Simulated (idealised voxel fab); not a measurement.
process module | voxel ribs on slabs
cross-section cut | 270 nm wide | cells 5 nm
A cross-section is a grid of square cells, given in bands from the top down. A band is one or more rows of cells.
Each band's line starts with the height of the band's top and of its bottom, in nm. Then come its materials from left to right, each with its width in nm. One material with "throughout" fills the band from edge to edge. "air" is empty space.
Height 0 is the level under which the wafer as received is all one material. The lowest band goes on downwards, as in "0 down".
A width such as "30 to 40" changes by the same amount from each row of cells to the next, from the band's top row to its bottom row.
"no change" after a step means that no cell of the cross-section changed.
closed voids: empty space of 8 cells or more with no open way to the top, each as width x height at its distance from the left edge, in nm
after a step's settings: what the simulator itself notes on the step
overlay nm, on a step with a mask: how far to the right of its planned place the mask lay; to the left if negative
plan
1 op RECEIVE | material Si
2 op DIRECTIONAL_DEP | material SiO2 | thk nm 30
3 op DIRECTIONAL_DEP | material polySi | thk nm 25
4 op MASKED_ETCH | tone cover | mask id RIB | width nm 15 | etch materials polySi | depth nm 5 | overlay nm 0
5 op MASKED_ETCH | tone cover | mask id SLAB | width nm 80 | etch materials polySi | depth nm 20 | overlay nm 0
6 op FILL_DEP | material SiO2 | thk nm 30
7 op CMP | height nm 75
8 op DIRECTIONAL_DEP | material W | thk nm 10
9 op PATTERN | tone cover | mask id HEATER | material resist | width nm 30 | thk nm 15 | overlay nm 0
10 op DIRECTIONAL_ETCH | etch materials W | depth nm 10
11 op STRIP | etch materials resist
12 op CONFORMAL_DEP | material SiO2 | thk nm 10
varied across the wafers: width nm of step 4. The plan shows the first wafer's value. All wafers start alike
first wafer as received, after step 1
  0 down: Si throughout
  closed voids: none
first wafer at the end, after step 12
  95 to 85: air 110 | SiO2 50 | air 110
  85 to 75: SiO2 120 | W 30 | SiO2 120
  75 to 55: SiO2 throughout
  55 to 50: SiO2 130 | polySi 15 | SiO2 125
  50 to 30: SiO2 95 | polySi 80 | SiO2 95
  30 to 0: SiO2 throughout
  0 down: Si throughout
  closed voids: none
last wafer at the end
  95 to 85: air 110 | SiO2 50 | air 110
  85 to 75: SiO2 120 | W 30 | SiO2 120
  75 to 55: SiO2 throughout
  55 to 50: SiO2 120 | polySi 35 | SiO2 115
  50 to 30: SiO2 95 | polySi 80 | SiO2 95
  30 to 0: SiO2 throughout
  0 down: Si throughout
  closed voids: none
each wafer at the end: cells of each material gained (+) or lost (-) since it was received, then its closed voids
width nm 15 | +859 SiO2 | +12 W | +67 polySi | closed voids: none
width nm 20 | +858 SiO2 | +12 W | +68 polySi | closed voids: none
width nm 25 | +857 SiO2 | +12 W | +69 polySi | closed voids: none
width nm 30 | +856 SiO2 | +12 W | +70 polySi | closed voids: none
width nm 35 | +855 SiO2 | +12 W | +71 polySi | closed voids: none
